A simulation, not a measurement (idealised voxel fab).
Title: Process Module voxel trench capacitor
The width of the displayed cross-section, cut, is 290 nm; its cells are square, with a size of 5 nm.
Cross-section, as written here: a square-cell grid given band by band from the top down, where a band holds one or more rows of cells. Look at the band entry: it leads with the top's height and the bottom's height in nm. Then it lists the materials left to right, with a width in nm for each. The word "edge to edge" on a single material says that material fills the band edge to edge. The word "empty" is empty space. Heights are expressed relative to 0, this being the level below which the as-received wafer comprises one material exclusively. The lowest band is unbounded in the downward direction and is denoted as in "0 nm and below". The width entry "30..40" should be interpreted row by row: the top row of cells in the band takes the first number, the bottom row takes the second number, and the change between adjacent rows is uniform throughout. Take "stayed the same" at face value: in the step it is given for, the cross-section changed in none of its cells. Closed empty spaces (no open way to the top) of 8 cells or more are what "Sealed void listing" lists, each as width x height at distance from the left edge, nm for all three. On a step's line, text after the settings is the simulator commenting on that step. Among the settings permitted on a step's line is "overlay nm"; applied to a step with a mask, it specifies the extent to which the mask lay to the right of its planned position, whereas a negative figure signifies a position to the left.
### Process steps (planned)
1) RECEIVE | material Si
2) CONFORMAL_DEP | material SiN | thk nm 5
3) DIRECTIONAL_DEP | material aC | thk nm 10
4) PATTERN | tone open | mask id TRENCH | material resist | width nm 30 | pitch nm 55 | thk nm 25 | overlay nm 0
5) DIRECTIONAL_ETCH | etch materials aC | depth nm 10
6) STRIP | etch materials resist
7) DIRECTIONAL_ETCH | etch materials SiN | depth nm 5
8) DIRECTIONAL_ETCH | etch materials Si | depth nm 40
9) STRIP | etch materials aC
10) CONFORMAL_DEP | material HfO2 | thk nm 5
11) CONFORMAL_DEP | material TiN | thk nm 5
12) FILL_DEP | material W | thk nm 5
13) CMP | height nm 5
### Cross-section of the wafer as it came to us, i.e., already through step 1
0 nm and below  Si edge to edge
Sealed void listing: none
### Figure: cross-sectional view of the wafer upon completion of the module, processed from the initial state and according to the plan depicted above, with one error introduced during execution
0 nm to -30 nm  Si 45 nm  HfO2 5 nm  TiN 5 nm  W 10 nm  TiN 5 nm  HfO2 5 nm  Si 25 nm  HfO2 5 nm  TiN 5 nm  W 10 nm  TiN 5 nm  HfO2 5 nm  Si 25 nm  HfO2 5 nm  TiN 5 nm  W 10 nm  TiN 5 nm  HfO2 5 nm  Si 25 nm  HfO2 5 nm  TiN 5 nm  W 10 nm  TiN 5 nm  HfO2 5 nm  Si 50 nm
-30 nm to -35 nm  Si 45 nm  HfO2 5 nm  TiN 20 nm  HfO2 5 nm  Si 25 nm  HfO2 5 nm  TiN 20 nm  HfO2 5 nm  Si 25 nm  HfO2 5 nm  TiN 20 nm  HfO2 5 nm  Si 25 nm  HfO2 5 nm  TiN 20 nm  HfO2 5 nm  Si 50 nm
-35 nm to -40 nm  Si 45 nm  HfO2 30 nm  Si 25 nm  HfO2 30 nm  Si 25 nm  HfO2 30 nm  Si 25 nm  HfO2 30 nm  Si 50 nm
-40 nm and below  Si edge to edge
Sealed void listing: none
Here's what went sideways: not per plan at step 13, really ran CMP | height nm 0
